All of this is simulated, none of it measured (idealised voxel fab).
process module | voxel double patterning
cross-section cut | 210 nm wide | cells 5 nm
A cross-section is a grid of square cells, given in bands from the top down. A band is one or more rows of cells.
Each band's line starts with the height of the band's top and of its bottom, in nm. Then come its materials from left to right, each with its width in nm. One material with "throughout" fills the band from edge to edge. "air" is empty space.
Height 0 is the level under which the wafer as received is all one material. The lowest band goes on downwards, as in "0 down".
A width such as "30 to 40" changes by the same amount from each row of cells to the next, from the band's top row to its bottom row.
"no change" after a step means that no cell of the cross-section changed.
closed voids: empty space of 8 cells or more with no open way to the top, each as width x height at its distance from the left edge, in nm
after a step's settings: what the simulator itself notes on the step
overlay nm, on a step with a mask: how far to the right of its planned place the mask lay; to the left if negative
plan
1 op RECEIVE | material Si
2 op CONFORMAL_DEP | material SiO2 | thk nm 10
3 op DIRECTIONAL_DEP | material polySi | thk nm 10
4 op DIRECTIONAL_DEP | material SiCN | thk nm 5
5 op DIRECTIONAL_DEP | material aC | thk nm 10
6 op PATTERN | tone open | mask id FIRST | material resist | width nm 15 | pitch nm 50 | thk nm 30 | overlay nm 0
7 op DIRECTIONAL_ETCH | etch materials aC | depth nm 10
8 op STRIP | etch materials resist
9 op DIRECTIONAL_ETCH | etch materials SiCN | depth nm 5
10 op STRIP | etch materials aC
11 op MASKED_ETCH | tone open | mask id SECOND | width nm 15 | pitch nm 50 | etch materials SiCN | depth nm 5 | overlay nm -15
12 op DIRECTIONAL_ETCH | etch materials polySi | depth nm 10
13 op STRIP | etch materials SiCN
varied across the wafers: overlay nm of step 11. The plan shows the first wafer's value. All wafers start alike
first wafer as received, after step 1
  0 down: Si throughout
  closed voids: none
first wafer at the end, after step 13
  20 to 10: polySi 45 | air 25 | polySi 25 | air 25 | polySi 25 | air 15 | polySi 50
  10 to 0: SiO2 throughout
  0 down: Si throughout
  closed voids: none
last wafer at the end
  20 to 10: polySi 45 | air 15 | polySi 25 | air 25 | polySi 25 | air 25 | polySi 50
  10 to 0: SiO2 throughout
  0 down: Si throughout
  closed voids: none
each wafer at the end: cells of each material gained (+) or lost (-) since it was received, then its closed voids
overlay nm -15 | +84 SiO2 | +58 polySi | closed voids: none
overlay nm -10 | +84 SiO2 | +54 polySi | closed voids: none
overlay nm -5 | +84 SiO2 | +54 polySi | closed voids: none
overlay nm 0 | +84 SiO2 | +54 polySi | closed voids: none
overlay nm 5 | +84 SiO2 | +54 polySi | closed voids: none
overlay nm 10 | +84 SiO2 | +54 polySi | closed voids: none
overlay nm 15 | +84 SiO2 | +58 polySi | closed voids: none
